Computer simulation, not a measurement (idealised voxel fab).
Process module in this document: voxel capacitor over wiring
It is cross-section cut that appears here, measuring 215 nm in width, its square cells being 5 nm in size.
Heads up, the way a cross-section reads in here is a grid of square cells, handed over as bands from the top down, with every band being one or more rows of cells. Top, bottom (nm), then materials left to right with widths (nm); lone material tagged "full width" fills the whole band edge to edge; "air" = empty space. Height reference: 0 = level under which incoming wafer is all one material. Lowest band: no bottom, runs on downward, e.g. "0 -> down". Width "30->40": first value at the band's top row of cells, second value at its bottom row, equal change from row to row. What does "nothing changed" mean for a step? It means no cell of the cross-section changed in that step. "Unvented voids" contains a list of empty spaces, each no smaller than 8 cells and without an open way to the top, written in the form width x height at distance with the distance from the left edge and all three in nm. If you see something after the settings on a step's line, that's the simulator's own remark about that step. Steps that use a mask can have "overlay nm" on their line. It says how far the mask sat to the right of where it was meant to be. Negative means to the left.
-- Listed below are the process steps as planned
1. op RECEIVE | material Si
2. op CONFORMAL_DEP | material SiO2 | thk nm 15
3. op DIRECTIONAL_DEP | material TiN | thk nm 5
4. op DIRECTIONAL_DEP | material Ru | thk nm 25
5. op PATTERN | tone cover | mask id METAL_1 | material resist | width nm 20 | pitch nm 80 | thk nm 15 | overlay nm 0
6. op DIRECTIONAL_ETCH | etch materials Ru | depth nm 25
7. op DIRECTIONAL_ETCH | etch materials TiN | depth nm 5
8. op STRIP | etch materials resist
9. op FILL_DEP | material SiO2 | thk nm 5
10. op CMP | height nm 45
11. op CONFORMAL_DEP | material SiCN | thk nm 5
12. op DIRECTIONAL_DEP | material SiO2 | thk nm 10
13. op PATTERN | tone open | mask id PLUG_1 | material resist | width nm 15 | thk nm 15 | overlay nm 0
14. op DIRECTIONAL_ETCH | etch materials SiO2 | depth nm 10
15. op DIRECTIONAL_ETCH | etch materials SiCN | depth nm 5
16. op STRIP | etch materials resist
17. op EPI | material Ru | thk nm 10
18. op EPI | material Ru | thk nm 5
19. op DIRECTIONAL_DEP | material TiN | thk nm 10
20. op DIRECTIONAL_DEP | material Al2O3 | thk nm 5
21. op DIRECTIONAL_DEP | material TiN | thk nm 5
22. op DIRECTIONAL_DEP | material aC | thk nm 15
23. op PATTERN | tone cover | mask id UPPER_PLATE | material resist | width nm 65 | thk nm 30 | overlay nm 0
24. op DIRECTIONAL_ETCH | etch materials aC | depth nm 15
25. op STRIP | etch materials resist
26. op DIRECTIONAL_ETCH | etch materials TiN | depth nm 5
27. op DIRECTIONAL_ETCH | etch materials Al2O3 | depth nm 5
28. op STRIP | etch materials aC
29. op PATTERN | tone cover | mask id LOWER_PLATE | material resist | width nm 75 | thk nm 20 | overlay nm 0
30. op DIRECTIONAL_ETCH | etch materials TiN | depth nm 10
31. op STRIP | etch materials resist
32. op FILL_DEP | material SiO2 | thk nm 15
33. op CMP | height nm 90
34. op PATTERN | tone open | mask id PLUG_2 | material resist | width nm 15 | thk nm 15 | overlay nm 0
35. op DIRECTIONAL_ETCH | etch materials SiO2 | depth nm 10
36. op STRIP | etch materials resist
37. op CONFORMAL_DEP | material TiN | thk nm 5
38. op FILL_DEP | material W | thk nm 10
39. op CMP | height nm 90
40. op CONFORMAL_DEP | material SiCN | thk nm 5
-- As received (post step 1): cross-section
* 0 -> down: Si full width
* Unvented voids: none
-- As-planned run: cross-section of the first of two wafers at end of module
* 95 -> 90: SiCN full width
* 90 -> 85: SiO2 70 nm | TiN 5 nm | W 5 nm | TiN 5 nm | SiO2 130 nm
* 85 -> 75: SiO2 70->60 nm | TiN 15->65 nm | SiO2 130->90 nm
* 75 -> 70: SiO2 60 nm | Al2O3 65 nm | SiO2 90 nm
* 70 -> 60: SiO2 55 nm | TiN 75 nm | SiO2 85 nm
* 60 -> 50: SiO2 60 nm | Ru 15 nm | SiO2 140 nm
* 50 -> 45: SiCN 60 nm | Ru 15 nm | SiCN 140 nm
* 45 -> 20: SiO2 55 nm | Ru 20 nm | SiO2 60 nm | Ru 20 nm | SiO2 60 nm
* 20 -> 15: SiO2 55 nm | TiN 20 nm | SiO2 60 nm | TiN 20 nm | SiO2 60 nm
* 15 -> 0: SiO2 full width
* 0 -> down: Si full width
* Unvented voids: none
-- Here's the second of our two wafers sectioned at module end. Same start as the first, same plan, but one mistake got made running it
* 95 -> 90: SiCN full width
* 90 -> 85: SiO2 70 nm | TiN 5 nm | W 5 nm | TiN 5 nm | SiO2 130 nm
* 85 -> 75: SiO2 70->60 nm | TiN 15->65 nm | SiO2 130->90 nm
* 75 -> 70: SiO2 60 nm | Al2O3 65 nm | SiO2 90 nm
* 70 -> 60: SiO2 55 nm | TiN 75 nm | SiO2 85 nm
* 60 -> 50: SiO2 60 nm | Ru 15 nm | SiO2 140 nm
* 50 -> 45: SiCN 60 nm | Ru 15 nm | SiCN 140 nm
* 45 -> 35: SiO2 55 nm | Ru 20 nm | SiO2 60 nm | Ru 20 nm | SiO2 60 nm
* 35 -> 30: SiO2 55 nm | TiN 20 nm | SiO2 60 nm | TiN 20 nm | SiO2 60 nm
* 30 -> 0: SiO2 full width
* 0 -> down: Si full width
* Unvented voids: none
Run error: step 2 of the plan was carried out twice
Wafer comparison, final, in cells, second relative to first, materials more or fewer: Ru -24, SiO2 +24
